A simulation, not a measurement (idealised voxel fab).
Process module name: voxel transistor to metal
Cross-sectional view cut (width: 195 nm; square cell size: 5 nm).
This document writes a cross-section as a grid whose cells are square, and gives it as bands, listed from the top down; one or more rows of cells form a band.
It is stipulated that each band's entry specify, in nanometres, the height of the top of the band and then that of its bottom, followed by the materials of the band in left-to-right sequence, each together with its width in nanometres. A single material marked by the word "edge to edge" is understood to fill the band from edge to edge; the word "air" is understood to denote empty space.
Heights are expressed relative to 0, this being the level below which the as-received wafer comprises one material exclusively. The lowest band is unbounded in the downward direction and is denoted as in "top 0, no bottom".
The width entry "30 to 40" should be interpreted row by row: the top row of cells in the band takes the first number, the bottom row takes the second number, and the change between adjacent rows is uniform throughout.
Step note "nothing different" = no cross-section cell changed.
Reported under the label "Fully closed voids" are the empty spaces having no open way to the top and comprising 8 cells or more; the notation for each is width x height at distance, in which the distance is measured from the left edge and all three values are in nm.
That trailing text on a step's line, after the settings, is the simulator's own remark on the step.
overlay nm: right-of-plan distance of the mask on a masked step; negative values mean left-of-plan.
Note: before/after cross-section pairs follow, one process step per pair, after-side truncated at the lowest changed band, step and settings given beneath. Different runs of this module on the same starting wafer may supply the pairs; a pair continues the one above only where the "Before the process" entry says so.

Before the process
    top 65, bottom 50  45 resist / 15 air / 75 resist / 15 air / 45 resist
    top 50, bottom 35  45 aC / 15 air / 75 aC / 15 air / 45 aC
    top 35, bottom 25  SiO2 edge to edge
    top 25, bottom 15  70 SiO2 / 5 SiN / 5 HfO2 / 5 TiN / 25 W / 5 TiN / 5 HfO2 / 5 SiN / 70 SiO2
    top 15, bottom 5  50 SiO2 / 20 SiGe / 5 SiN / 5 HfO2 / 5 TiN / 25 W / 5 TiN / 5 HfO2 / 5 SiN / 20 SiGe / 50 SiO2
    top 5, bottom 0  50 SiO2 / 20 SiGe / 5 SiN / 5 HfO2 / 35 TiN / 5 HfO2 / 5 SiN / 20 SiGe / 50 SiO2
    top 0, bottom -5  35 SiO2 / 35 SiGe / 5 SiO2 / 45 HfO2 / 5 SiO2 / 35 SiGe / 35 SiO2
    top -5, bottom -20  40 SiO2 / 30 SiGe / 55 Si / 30 SiGe / 40 SiO2
    top -20, bottom -45  40 SiO2 / 115 Si / 40 SiO2
    top -45, no bottom  Si edge to edge
    Fully closed voids: none

Post-Step Section View
    top 50, bottom 35  45 aC / 15 air / 75 aC / 15 air / 45 aC
    Below 35, the layers are the same as they were.
    Fully closed voids: none
Going from one cross-section above to the next, the wafer undergoes STRIP | etch materials resist

Before the process: nothing new to draw here, it's the after view of the pair just above.

Post-Step Section View
    top 50, bottom 35  45 aC / 15 air / 75 aC / 15 air / 45 aC
    top 35, bottom 25  45 SiO2 / 15 air / 75 SiO2 / 15 air / 45 SiO2
    top 25, bottom 15  45 SiO2 / 15 air / 10 SiO2 / 5 SiN / 5 HfO2 / 5 TiN / 25 W / 5 TiN / 5 HfO2 / 5 SiN / 10 SiO2 / 15 air / 45 SiO2
    top 15, bottom 5  45 SiO2 / 5 air / 20 SiGe / 5 SiN / 5 HfO2 / 5 TiN / 25 W / 5 TiN / 5 HfO2 / 5 SiN / 20 SiGe / 5 air / 45 SiO2
    top 5, bottom 0  45 SiO2 / 5 air / 20 SiGe / 5 SiN / 5 HfO2 / 35 TiN / 5 HfO2 / 5 SiN / 20 SiGe / 5 air / 45 SiO2
    Below 0, the layers are the same as they were.
    Fully closed voids: none
Going from one cross-section above to the next, the wafer undergoes DIRECTIONAL_ETCH | etch materials SiO2 | depth nm 35

Before the process: nothing new to draw here, it's the after view of the pair just above.

Post-Step Section View
    top 35, bottom 25  45 SiO2 / 15 air / 75 SiO2 / 15 air / 45 SiO2
    Below 25, the layers are the same as they were.
    Fully closed voids: none
Going from one cross-section above to the next, the wafer undergoes STRIP | etch materials aC

Before the process: nothing new to draw here, it's the after view of the pair just above.

Post-Step Section View
    top 40, bottom 35  50 TiN / 5 air / 85 TiN / 5 air / 50 TiN
    top 35, bottom 25  45 SiO2 / 5 TiN / 5 air / 5 TiN / 75 SiO2 / 5 TiN / 5 air / 5 TiN / 45 SiO2
    top 25, bottom 20  45 SiO2 / 5 TiN / 5 air / 5 TiN / 10 SiO2 / 5 SiN / 5 HfO2 / 5 TiN / 25 W / 5 TiN / 5 HfO2 / 5 SiN / 10 SiO2 / 5 TiN / 5 air / 5 TiN / 45 SiO2
    top 20, bottom 15  45 SiO2 / 15 TiN / 10 SiO2 / 5 SiN / 5 HfO2 / 5 TiN / 25 W / 5 TiN / 5 HfO2 / 5 SiN / 10 SiO2 / 15 TiN / 45 SiO2
    top 15, bottom 5  45 SiO2 / 5 TiN / 20 SiGe / 5 SiN / 5 HfO2 / 5 TiN / 25 W / 5 TiN / 5 HfO2 / 5 SiN / 20 SiGe / 5 TiN / 45 SiO2
    top 5, bottom 0  45 SiO2 / 5 TiN / 20 SiGe / 5 SiN / 5 HfO2 / 35 TiN / 5 HfO2 / 5 SiN / 20 SiGe / 5 TiN / 45 SiO2
    Below 0, the layers are the same as they were.
    Fully closed voids: none
Going from one cross-section above to the next, the wafer undergoes CONFORMAL_DEP | material TiN | thk nm 5

Before the process: nothing new to draw here, it's the after view of the pair just above.

Post-Step Section View
    top 45, bottom 40  Ru edge to edge
    top 40, bottom 35  50 TiN / 5 Ru / 85 TiN / 5 Ru / 50 TiN
    top 35, bottom 25  45 SiO2 / 5 TiN / 5 Ru / 5 TiN / 75 SiO2 / 5 TiN / 5 Ru / 5 TiN / 45 SiO2
    top 25, bottom 20  45 SiO2 / 5 TiN / 5 Ru / 5 TiN / 10 SiO2 / 5 SiN / 5 HfO2 / 5 TiN / 25 W / 5 TiN / 5 HfO2 / 5 SiN / 10 SiO2 / 5 TiN / 5 Ru / 5 TiN / 45 SiO2
    Below 20, the layers are the same as they were.
    Fully closed voids: none
Going from one cross-section above to the next, the wafer undergoes FILL_DEP | material Ru | thk nm 5

Before the process: nothing new to draw here, it's the after view of the pair just above.

Post-Step Section View
    top 35, bottom 25  45 SiO2 / 5 TiN / 5 Ru / 5 TiN / 75 SiO2 / 5 TiN / 5 Ru / 5 TiN / 45 SiO2
    Below 25, the layers are the same as they were.
    Fully closed voids: none
Going from one cross-section above to the next, the wafer undergoes CMP | height nm 35

Before the process: nothing new to draw here, it's the after view of the pair just above.

Post-Step Section View
    top 40, bottom 35  TiN edge to edge
    Below 35, the layers are the same as they were.
    Fully closed voids: none
Going from one cross-section above to the next, the wafer undergoes DIRECTIONAL_DEP | material TiN | thk nm 5

Before the process: nothing new to draw here, it's the after view of the pair just above.

Post-Step Section View
    top 55, bottom 40  W edge to edge
    Below 40, the layers are the same as they were.
    Fully closed voids: none
Going from one cross-section above to the next, the wafer undergoes DIRECTIONAL_DEP | material W | thk nm 15

Before the process: nothing new to draw here, it's the after view of the pair just above.

Post-Step Section View
    top 70, bottom 55  45 air / 15 resist / 75 air / 15 resist / 45 air
    Below 55, the layers are the same as they were.
    Fully closed voids: none
Going from one cross-section above to the next, the wafer undergoes PATTERN | tone cover | mask id METAL_1 | material resist | width nm 15 | pitch nm 90 | thk nm 15 | overlay nm 0

Before the process: nothing new to draw here, it's the after view of the pair just above.

Post-Step Section View
    top 70, bottom 55  45 air / 15 resist / 75 air / 15 resist / 45 air
    top 55, bottom 40  45 air / 15 W / 75 air / 15 W / 45 air
    Below 40, the layers are the same as they were.
    Fully closed voids: none
Going from one cross-section above to the next, the wafer undergoes DIRECTIONAL_ETCH | etch materials W | depth nm 15

Before the process: nothing new to draw here, it's the after view of the pair just above.

Post-Step Section View
    top 70, bottom 55  45 air / 15 resist / 75 air / 15 resist / 45 air
    top 55, bottom 40  45 air / 15 W / 75 air / 15 W / 45 air
    top 40, bottom 35  45 air / 15 TiN / 75 air / 15 TiN / 45 air
    Below 35, the layers are the same as they were.
    Fully closed voids: none
Going from one cross-section above to the next, the wafer undergoes DIRECTIONAL_ETCH | etch materials TiN | depth nm 5

Before the process: nothing new to draw here, it's the after view of the pair just above.

Post-Step Section View
    top 55, bottom 40  45 air / 15 W / 75 air / 15 W / 45 air
    Below 40, the layers are the same as they were.
    Fully closed voids: none
Going from one cross-section above to the next, the wafer undergoes STRIP | etch materials resist

Before the process: nothing new to draw here, it's the after view of the pair just above.

Post-Step Section View
    top 65, bottom 55  lowk edge to edge
    top 55, bottom 40  45 lowk / 15 W / 75 lowk / 15 W / 45 lowk
    top 40, bottom 35  45 lowk / 15 TiN / 75 lowk / 15 TiN / 45 lowk
    Below 35, the layers are the same as they were.
    Fully closed voids: none
Going from one cross-section above to the next, the wafer undergoes FILL_DEP | material lowk | thk nm 10

Before the process: nothing new to draw here, it's the after view of the pair just above.

Post-Step Section View
    top 55, bottom 40  45 lowk / 15 W / 75 lowk / 15 W / 45 lowk
    Below 40, the layers are the same as they were.
    Fully closed voids: none
Going from one cross-section above to the next, the wafer undergoes CMP | height nm 55

Before the process: nothing new to draw here, it's the after view of the pair just above.

Post-Step Section View
    top 60, bottom 55  SiN edge to edge
    Below 55, the layers are the same as they were.
    Fully closed voids: none
Going from one cross-section above to the next, the wafer undergoes CONFORMAL_DEP | material SiN | thk nm 5

Before the process
    top 15, bottom 5  35 SiO2 / 125 SiN / 35 SiO2
    top 5, bottom 0  SiO2 edge to edge
    top 0, bottom -25  40 SiO2 / 115 Si / 40 SiO2
    top -25, no bottom  Si edge to edge
    Fully closed voids: none

Post-Step Section View
    top 15, bottom 5  35 SiO2 / 125 air / 35 SiO2
    Below 5, the layers are the same as they were.
    Fully closed voids: none
Going from one cross-section above to the next, the wafer undergoes STRIP | etch materials SiN

Before the process: nothing new to draw here, it's the after view of the pair just above.

Post-Step Section View
    top 5, bottom 0  25 SiO2 / 145 air / 25 SiO2
    top 0, bottom -5  25 SiO2 / 15 air / 115 Si / 15 air / 25 SiO2
    Below -5, the layers are the same as they were.
    Fully closed voids: none
Going from one cross-section above to the next, the wafer undergoes SELECTIVE_ETCH | etch materials SiO2 | depth nm 10

Before the process: nothing new to draw here, it's the after view of the pair just above.

Post-Step Section View
    top 0, bottom -10  20 SiO2 / 20 air / 115 Si / 20 air / 20 SiO2
    Below -10, the layers are the same as they were.
    Fully closed voids: none
Going from one cross-section above to the next, the wafer undergoes SELECTIVE_ETCH | etch materials SiO2 | depth nm 5

Before the process: nothing new to draw here, it's the after view of the pair just above.

Post-Step Section View
    top 0, bottom -5  20 SiO2 / 20 air / 115 SiO2 / 20 air / 20 SiO2
    top -5, bottom -10  20 SiO2 / 20 air / 5 SiO2 / 105 Si / 5 SiO2 / 20 air / 20 SiO2
    top -10, bottom -15  45 SiO2 / 105 Si / 45 SiO2
    Below -15, the layers are the same as they were.
    Fully closed voids: none
Going from one cross-section above to the next, the wafer undergoes OXIDIZE | depth nm 5

Before the process: nothing new to draw here, it's the after view of the pair just above.

Post-Step Section View
    top 30, bottom 20  20 polySi / 20 air / 115 polySi / 20 air / 20 polySi
    top 20, bottom 0  polySi edge to edge
    top 0, bottom -5  20 SiO2 / 20 polySi / 115 SiO2 / 20 polySi / 20 SiO2
    top -5, bottom -10  20 SiO2 / 20 polySi / 5 SiO2 / 105 Si / 5 SiO2 / 20 polySi / 20 SiO2
    Below -10, the layers are the same as they were.
    Fully closed voids: none
Going from one cross-section above to the next, the wafer undergoes DIRECTIONAL_DEP | material polySi | thk nm 30

Before the process: nothing new to draw here, it's the after view of the pair just above.

Post-Step Section View
    top 45, bottom 35  20 SiCN / 20 air / 115 SiCN / 20 air / 20 SiCN
    top 35, bottom 30  SiCN edge to edge
    top 30, bottom 20  20 polySi / 20 SiCN / 115 polySi / 20 SiCN / 20 polySi
    Below 20, the layers are the same as they were.
    Fully closed voids: none
Going from one cross-section above to the next, the wafer undergoes DIRECTIONAL_DEP | material SiCN | thk nm 15

Before the process: nothing new to draw here, it's the after view of the pair just above.

Post-Step Section View
    top 60, bottom 45  80 air / 35 resist / 80 air
    Below 45, the layers are the same as they were.
    Fully closed voids: none
Going from one cross-section above to the next, the wafer undergoes PATTERN | tone cover | mask id GATE | material resist | width nm 35 | thk nm 15 | overlay nm 0

Before the process: nothing new to draw here, it's the after view of the pair just above.

Post-Step Section View
    top 60, bottom 45  80 air / 35 resist / 80 air
    top 45, bottom 30  80 air / 35 SiCN / 80 air
    top 30, bottom 20  20 polySi / 20 air / 115 polySi / 20 air / 20 polySi
    Below 20, the layers are the same as they were.
    Fully closed voids: none
Going from one cross-section above to the next, the wafer undergoes DIRECTIONAL_ETCH | etch materials SiCN | depth nm 25

Before the process: nothing new to draw here, it's the after view of the pair just above.

Post-Step Section View
    top 60, bottom 45  80 air / 35 resist / 80 air
    top 45, bottom 30  80 air / 35 SiCN / 80 air
    top 30, bottom 0  80 air / 35 polySi / 80 air
    top 0, bottom -5  20 SiO2 / 20 air / 115 SiO2 / 20 air / 20 SiO2
    top -5, bottom -10  20 SiO2 / 20 air / 5 SiO2 / 105 Si / 5 SiO2 / 20 air / 20 SiO2
    Below -10, the layers are the same as they were.
    Fully closed voids: none
Going from one cross-section above to the next, the wafer undergoes DIRECTIONAL_ETCH | etch materials polySi | depth nm 40

Before the process: nothing new to draw here, it's the after view of the pair just above.

Post-Step Section View
    top 45, bottom 30  80 air / 35 SiCN / 80 air
    Below 30, the layers are the same as they were.
    Fully closed voids: none
Going from one cross-section above to the next, the wafer undergoes STRIP | etch materials resist

Before the process: nothing new to draw here, it's the after view of the pair just above.

Post-Step Section View
    top 50, bottom 45  75 air / 45 SiO2 / 75 air
    top 45, bottom 30  75 air / 5 SiO2 / 35 SiCN / 5 SiO2 / 75 air
    top 30, bottom 5  75 air / 5 SiO2 / 35 polySi / 5 SiO2 / 75 air
    top 5, bottom 0  25 SiO2 / 10 air / 45 SiO2 / 35 polySi / 45 SiO2 / 10 air / 25 SiO2
    top 0, bottom -5  25 SiO2 / 10 air / 125 SiO2 / 10 air / 25 SiO2
    top -5, bottom -15  45 SiO2 / 105 Si / 45 SiO2
    Below -15, the layers are the same as they were.
    Fully closed voids: none
Going from one cross-section above to the next, the wafer undergoes CONFORMAL_DEP | material SiO2 | thk nm 5

Before the process: nothing new to draw here, it's the after view of the pair just above.

Post-Step Section View
    top 45, bottom 30  75 air / 5 SiO2 / 35 SiCN / 5 SiO2 / 75 air
    top 30, bottom 0  75 air / 5 SiO2 / 35 polySi / 5 SiO2 / 75 air
    top 0, bottom -5  25 SiO2 / 10 air / 125 SiO2 / 10 air / 25 SiO2
    top -5, bottom -10  25 SiO2 / 10 air / 10 SiO2 / 105 Si / 10 SiO2 / 10 air / 25 SiO2
    Below -10, the layers are the same as they were.
    Fully closed voids: none
Going from one cross-section above to the next, the wafer undergoes DIRECTIONAL_ETCH | etch materials SiO2 | depth nm 5

Before the process: nothing new to draw here, it's the after view of the pair just above.

Post-Step Section View
    top 50, bottom 45  70 air / 55 SiN / 70 air
    top 45, bottom 30  70 air / 5 SiN / 5 SiO2 / 35 SiCN / 5 SiO2 / 5 SiN / 70 air
    top 30, bottom 5  70 air / 5 SiN / 5 SiO2 / 35 polySi / 5 SiO2 / 5 SiN / 70 air
    top 5, bottom 0  75 SiN / 5 SiO2 / 35 polySi / 5 SiO2 / 75 SiN
    top 0, bottom -5  25 SiO2 / 10 SiN / 125 SiO2 / 10 SiN / 25 SiO2
    top -5, bottom -10  25 SiO2 / 10 SiN / 10 SiO2 / 105 Si / 10 SiO2 / 10 SiN / 25 SiO2
    Below -10, the layers are the same as they were.
    Fully closed voids: none
Going from one cross-section above to the next, the wafer undergoes CONFORMAL_DEP | material SiN | thk nm 5

Before the process: nothing new to draw here, it's the after view of the pair just above.

Post-Step Section View
    top 45, bottom 30  70 air / 5 SiN / 5 SiO2 / 35 SiCN / 5 SiO2 / 5 SiN / 70 air
    top 30, bottom 0  70 air / 5 SiN / 5 SiO2 / 35 polySi / 5 SiO2 / 5 SiN / 70 air
    Below 0, the layers are the same as they were.
    Fully closed voids: none
Going from one cross-section above to the next, the wafer undergoes DIRECTIONAL_ETCH | etch materials SiN | depth nm 5

Before the process: nothing new to draw here, it's the after view of the pair just above.

Post-Step Section View
    top 45, bottom 40  70 air / 5 SiN / 5 air / 35 SiCN / 5 air / 5 SiN / 70 air
    top 40, bottom 30  70 air / 5 SiN / 5 SiO2 / 35 SiCN / 5 SiO2 / 5 SiN / 70 air
    top 30, bottom 0  70 air / 5 SiN / 5 SiO2 / 35 polySi / 5 SiO2 / 5 SiN / 70 air
    top 0, bottom -5  25 air / 10 SiN / 35 air / 55 SiO2 / 35 air / 10 SiN / 25 air
    Below -5, the layers are the same as they were.
    Fully closed voids: none
Going from one cross-section above to the next, the wafer undergoes DIRECTIONAL_ETCH | etch materials SiO2 | depth nm 5

Before the process: nothing new to draw here, it's the after view of the pair just above.

Post-Step Section View
    top 45, bottom 40  70 air / 5 SiN / 5 air / 35 SiCN / 5 air / 5 SiN / 70 air
    top 40, bottom 30  70 air / 5 SiN / 5 SiO2 / 35 SiCN / 5 SiO2 / 5 SiN / 70 air
    top 30, bottom 0  70 air / 5 SiN / 5 SiO2 / 35 polySi / 5 SiO2 / 5 SiN / 70 air
    top 0, bottom -5  25 air / 10 SiN / 35 air / 55 SiO2 / 35 air / 10 SiN / 25 air
    top -5, bottom -10  25 SiO2 / 10 SiN / 10 SiO2 / 25 air / 55 Si / 25 air / 10 SiO2 / 10 SiN / 25 SiO2
    top -10, bottom -15  45 SiO2 / 25 air / 55 Si / 25 air / 45 SiO2
    top -15, bottom -20  40 SiO2 / 5 Si / 25 air / 55 Si / 25 air / 5 Si / 40 SiO2
    Below -20, the layers are the same as they were.
    Fully closed voids: none
Going from one cross-section above to the next, the wafer undergoes DIRECTIONAL_ETCH | etch materials Si | depth nm 15

Before the process: nothing new to draw here, it's the after view of the pair just above.

Post-Step Section View
    top 45, bottom 40  70 air / 5 SiN / 5 air / 35 SiCN / 5 air / 5 SiN / 70 air
    top 40, bottom 30  70 air / 5 SiN / 5 SiO2 / 35 SiCN / 5 SiO2 / 5 SiN / 70 air
    top 30, bottom 15  70 air / 5 SiN / 5 SiO2 / 35 polySi / 5 SiO2 / 5 SiN / 70 air
    top 15, bottom 5  50 air / 20 SiGe / 5 SiN / 5 SiO2 / 35 polySi / 5 SiO2 / 5 SiN / 20 SiGe / 50 air
    top 5, bottom 0  35 air / 35 SiGe / 5 SiN / 5 SiO2 / 35 polySi / 5 SiO2 / 5 SiN / 35 SiGe / 35 air
    top 0, bottom -5  25 air / 10 SiN / 35 SiGe / 55 SiO2 / 35 SiGe / 10 SiN / 25 air
    top -5, bottom -10  25 SiO2 / 10 SiN / 10 SiO2 / 25 SiGe / 55 Si / 25 SiGe / 10 SiO2 / 10 SiN / 25 SiO2
    top -10, bottom -15  45 SiO2 / 25 SiGe / 55 Si / 25 SiGe / 45 SiO2
    top -15, bottom -20  40 SiO2 / 5 Si / 25 SiGe / 55 Si / 25 SiGe / 5 Si / 40 SiO2
    Below -20, the layers are the same as they were.
    Fully closed voids: none
Going from one cross-section above to the next, the wafer undergoes EPI | material SiGe | thk nm 20

Before the process: nothing new to draw here, it's the after view of the pair just above.

Post-Step Section View
    top 50, bottom 45  SiO2 edge to edge
    top 45, bottom 30  70 SiO2 / 5 SiN / 5 SiO2 / 35 SiCN / 5 SiO2 / 5 SiN / 70 SiO2
    top 30, bottom 15  70 SiO2 / 5 SiN / 5 SiO2 / 35 polySi / 5 SiO2 / 5 SiN / 70 SiO2
    top 15, bottom 5  50 SiO2 / 20 SiGe / 5 SiN / 5 SiO2 / 35 polySi / 5 SiO2 / 5 SiN / 20 SiGe / 50 SiO2
    top 5, bottom 0  35 SiO2 / 35 SiGe / 5 SiN / 5 SiO2 / 35 polySi / 5 SiO2 / 5 SiN / 35 SiGe / 35 SiO2
    top 0, bottom -5  25 SiO2 / 10 SiN / 35 SiGe / 55 SiO2 / 35 SiGe / 10 SiN / 25 SiO2
    Below -5, the layers are the same as they were.
    Fully closed voids: none
Going from one cross-section above to the next, the wafer undergoes FILL_DEP | material SiO2 | thk nm 5

Before the process: nothing new to draw here, it's the after view of the pair just above.

Post-Step Section View
    top 30, bottom 15  70 SiO2 / 5 SiN / 5 SiO2 / 35 polySi / 5 SiO2 / 5 SiN / 70 SiO2
    Below 15, the layers are the same as they were.
    Fully closed voids: none
Going from one cross-section above to the next, the wafer undergoes CMP | height nm 30

Before the process: nothing new to draw here, it's the after view of the pair just above.

Post-Step Section View
    top 30, bottom 15  70 SiO2 / 5 SiN / 5 SiO2 / 35 air / 5 SiO2 / 5 SiN / 70 SiO2
    top 15, bottom 5  50 SiO2 / 20 SiGe / 5 SiN / 5 SiO2 / 35 air / 5 SiO2 / 5 SiN / 20 SiGe / 50 SiO2
    top 5, bottom 0  35 SiO2 / 35 SiGe / 5 SiN / 5 SiO2 / 35 air / 5 SiO2 / 5 SiN / 35 SiGe / 35 SiO2
    Below 0, the layers are the same as they were.
    Fully closed voids: none
Going from one cross-section above to the next, the wafer undergoes STRIP | etch materials polySi

Before the process: nothing new to draw here, it's the after view of the pair just above.

Post-Step Section View
    top 30, bottom 25  70 air / 5 SiN / 45 air / 5 SiN / 70 air
    top 25, bottom 15  70 SiO2 / 5 SiN / 45 air / 5 SiN / 70 SiO2
    top 15, bottom 5  50 SiO2 / 20 SiGe / 5 SiN / 45 air / 5 SiN / 20 SiGe / 50 SiO2
    top 5, bottom 0  35 SiO2 / 35 SiGe / 5 SiN / 45 air / 5 SiN / 35 SiGe / 35 SiO2
    top 0, bottom -5  25 SiO2 / 10 SiN / 35 SiGe / 5 SiO2 / 45 air / 5 SiO2 / 35 SiGe / 10 SiN / 25 SiO2
    Below -5, the layers are the same as they were.
    Fully closed voids: none
Going from one cross-section above to the next, the wafer undergoes SELECTIVE_ETCH | etch materials SiO2 | depth nm 5

Before the process: nothing new to draw here, it's the after view of the pair just above.

Post-Step Section View
    top 35, bottom 30  65 air / 15 HfO2 / 35 air / 15 HfO2 / 65 air
    top 30, bottom 25  70 HfO2 / 5 SiN / 5 HfO2 / 35 air / 5 HfO2 / 5 SiN / 70 HfO2
    top 25, bottom 15  70 SiO2 / 5 SiN / 5 HfO2 / 35 air / 5 HfO2 / 5 SiN / 70 SiO2
    top 15, bottom 5  50 SiO2 / 20 SiGe / 5 SiN / 5 HfO2 / 35 air / 5 HfO2 / 5 SiN / 20 SiGe / 50 SiO2
    top 5, bottom 0  35 SiO2 / 35 SiGe / 5 SiN / 5 HfO2 / 35 air / 5 HfO2 / 5 SiN / 35 SiGe / 35 SiO2
    top 0, bottom -5  25 SiO2 / 10 SiN / 35 SiGe / 5 SiO2 / 45 HfO2 / 5 SiO2 / 35 SiGe / 10 SiN / 25 SiO2
    Below -5, the layers are the same as they were.
    Fully closed voids: none
Going from one cross-section above to the next, the wafer undergoes CONFORMAL_DEP | material HfO2 | thk nm 5

Before the process: nothing new to draw here, it's the after view of the pair just above.

Post-Step Section View
    top 40, bottom 35  60 air / 25 TiN / 25 air / 25 TiN / 60 air
    top 35, bottom 30  65 TiN / 15 HfO2 / 5 TiN / 25 air / 5 TiN / 15 HfO2 / 65 TiN
    top 30, bottom 25  70 HfO2 / 5 SiN / 5 HfO2 / 5 TiN / 25 air / 5 TiN / 5 HfO2 / 5 SiN / 70 HfO2
    top 25, bottom 15  70 SiO2 / 5 SiN / 5 HfO2 / 5 TiN / 25 air / 5 TiN / 5 HfO2 / 5 SiN / 70 SiO2
    top 15, bottom 5  50 SiO2 / 20 SiGe / 5 SiN / 5 HfO2 / 5 TiN / 25 air / 5 TiN / 5 HfO2 / 5 SiN / 20 SiGe / 50 SiO2
    top 5, bottom 0  35 SiO2 / 35 SiGe / 5 SiN / 5 HfO2 / 35 TiN / 5 HfO2 / 5 SiN / 35 SiGe / 35 SiO2
    Below 0, the layers are the same as they were.
    Fully closed voids: none
Going from one cross-section above to the next, the wafer undergoes CONFORMAL_DEP | material TiN | thk nm 5

Before the process: nothing new to draw here, it's the after view of the pair just above.

Post-Step Section View
    top 50, bottom 40  W edge to edge
    top 40, bottom 35  60 W / 25 TiN / 25 W / 25 TiN / 60 W
    top 35, bottom 30  65 TiN / 15 HfO2 / 5 TiN / 25 W / 5 TiN / 15 HfO2 / 65 TiN
    top 30, bottom 25  70 HfO2 / 5 SiN / 5 HfO2 / 5 TiN / 25 W / 5 TiN / 5 HfO2 / 5 SiN / 70 HfO2
    top 25, bottom 15  70 SiO2 / 5 SiN / 5 HfO2 / 5 TiN / 25 W / 5 TiN / 5 HfO2 / 5 SiN / 70 SiO2
    top 15, bottom 5  50 SiO2 / 20 SiGe / 5 SiN / 5 HfO2 / 5 TiN / 25 W / 5 TiN / 5 HfO2 / 5 SiN / 20 SiGe / 50 SiO2
    Below 5, the layers are the same as they were.
    Fully closed voids: none
Going from one cross-section above to the next, the wafer undergoes FILL_DEP | material W | thk nm 10

Before the process: nothing new to draw here, it's the after view of the pair just above.

Post-Step Section View
    top 25, bottom 15  70 SiO2 / 5 SiN / 5 HfO2 / 5 TiN / 25 W / 5 TiN / 5 HfO2 / 5 SiN / 70 SiO2
    Below 15, the layers are the same as they were.
    Fully closed voids: none
Going from one cross-section above to the next, the wafer undergoes CMP | height nm 25

Before the process: nothing new to draw here, it's the after view of the pair just above.

Post-Step Section View
    top 35, bottom 25  SiO2 edge to edge
    Below 25, the layers are the same as they were.
    Fully closed voids: none
Going from one cross-section above to the next, the wafer undergoes DIRECTIONAL_DEP | material SiO2 | thk nm 10

Before the process: nothing new to draw here, it's the after view of the pair just above.

Post-Step Section View
    top 50, bottom 35  aC edge to edge
    Below 35, the layers are the same as they were.
    Fully closed voids: none
Going from one cross-section above to the next, the wafer undergoes DIRECTIONAL_DEP | material aC | thk nm 15

Before the process: nothing new to draw here, it's the after view of the pair just above.

Post-Step Section View
    top 80, bottom 50  45 resist / 15 air / 75 resist / 15 air / 45 resist
    Below 50, the layers are the same as they were.
    Fully closed voids: none
Going from one cross-section above to the next, the wafer undergoes PATTERN | tone open | mask id CONTACT | material resist | width nm 15 | pitch nm 90 | thk nm 30 | overlay nm 0

Before the process: nothing new to draw here, it's the after view of the pair just above.

Post-Step Section View
    top 65, bottom 50  45 resist / 15 air / 75 resist / 15 air / 45 resist
    top 50, bottom 35  45 aC / 15 air / 75 aC / 15 air / 45 aC
    Below 35, the layers are the same as they were.
    Fully closed voids: none
Going from one cross-section above to the next, the wafer undergoes DIRECTIONAL_ETCH | etch materials aC | depth nm 15

Before the process: nothing new to draw here, it's the after view of the pair just above.

Post-Step Section View
    top 50, bottom 35  45 aC / 15 air / 75 aC / 15 air / 45 aC
    Below 35, the layers are the same as they were.
    Fully closed voids: none
Going from one cross-section above to the next, the wafer undergoes STRIP | etch materials resist

Before the process: nothing new to draw here, it's the after view of the pair just above.

Post-Step Section View
    top 50, bottom 35  45 aC / 15 air / 75 aC / 15 air / 45 aC
    top 35, bottom 25  45 SiO2 / 15 air / 75 SiO2 / 15 air / 45 SiO2
    top 25, bottom 15  45 SiO2 / 15 air / 10 SiO2 / 5 SiN / 5 HfO2 / 5 TiN / 25 W / 5 TiN / 5 HfO2 / 5 SiN / 10 SiO2 / 15 air / 45 SiO2
    top 15, bottom 5  45 SiO2 / 5 air / 20 SiGe / 5 SiN / 5 HfO2 / 5 TiN / 25 W / 5 TiN / 5 HfO2 / 5 SiN / 20 SiGe / 5 air / 45 SiO2
    Below 5, the layers are the same as they were.
    Fully closed voids: none
Going from one cross-section above to the next, the wafer undergoes DIRECTIONAL_ETCH | etch materials SiO2 | depth nm 35

Before the process: nothing new to draw here, it's the after view of the pair just above.

Post-Step Section View
    top 35, bottom 25  45 SiO2 / 15 air / 75 SiO2 / 15 air / 45 SiO2
    Below 25, the layers are the same as they were.
    Fully closed voids: none
Going from one cross-section above to the next, the wafer undergoes STRIP | etch materials aC

Before the process: nothing new to draw here, it's the after view of the pair just above.

Post-Step Section View
    top 40, bottom 35  50 TiN / 5 air / 85 TiN / 5 air / 50 TiN
    top 35, bottom 25  45 SiO2 / 5 TiN / 5 air / 5 TiN / 75 SiO2 / 5 TiN / 5 air / 5 TiN / 45 SiO2
    top 25, bottom 20  45 SiO2 / 5 TiN / 5 air / 5 TiN / 10 SiO2 / 5 SiN / 5 HfO2 / 5 TiN / 25 W / 5 TiN / 5 HfO2 / 5 SiN / 10 SiO2 / 5 TiN / 5 air / 5 TiN / 45 SiO2
    top 20, bottom 15  45 SiO2 / 15 TiN / 10 SiO2 / 5 SiN / 5 HfO2 / 5 TiN / 25 W / 5 TiN / 5 HfO2 / 5 SiN / 10 SiO2 / 15 TiN / 45 SiO2
    top 15, bottom 5  45 SiO2 / 5 TiN / 20 SiGe / 5 SiN / 5 HfO2 / 5 TiN / 25 W / 5 TiN / 5 HfO2 / 5 SiN / 20 SiGe / 5 TiN / 45 SiO2
    Below 5, the layers are the same as they were.
    Fully closed voids: none
Going from one cross-section above to the next, the wafer undergoes CONFORMAL_DEP | material TiN | thk nm 5

Before the process: nothing new to draw here, it's the after view of the pair just above.

Post-Step Section View
    top 45, bottom 40  Ru edge to edge
    top 40, bottom 35  50 TiN / 5 Ru / 85 TiN / 5 Ru / 50 TiN
    top 35, bottom 25  45 SiO2 / 5 TiN / 5 Ru / 5 TiN / 75 SiO2 / 5 TiN / 5 Ru / 5 TiN / 45 SiO2
    top 25, bottom 20  45 SiO2 / 5 TiN / 5 Ru / 5 TiN / 10 SiO2 / 5 SiN / 5 HfO2 / 5 TiN / 25 W / 5 TiN / 5 HfO2 / 5 SiN / 10 SiO2 / 5 TiN / 5 Ru / 5 TiN / 45 SiO2
    Below 20, the layers are the same as they were.
    Fully closed voids: none
Going from one cross-section above to the next, the wafer undergoes FILL_DEP | material Ru | thk nm 5

Before the process: nothing new to draw here, it's the after view of the pair just above.

Post-Step Section View
    top 35, bottom 25  45 SiO2 / 5 TiN / 5 Ru / 5 TiN / 75 SiO2 / 5 TiN / 5 Ru / 5 TiN / 45 SiO2
    Below 25, the layers are the same as they were.
    Fully closed voids: none
Going from one cross-section above to the next, the wafer undergoes CMP | height nm 35

Before the process: nothing new to draw here, it's the after view of the pair just above.

Post-Step Section View
    top 40, bottom 35  TiN edge to edge
    Below 35, the layers are the same as they were.
    Fully closed voids: none
Going from one cross-section above to the next, the wafer undergoes DIRECTIONAL_DEP | material TiN | thk nm 5
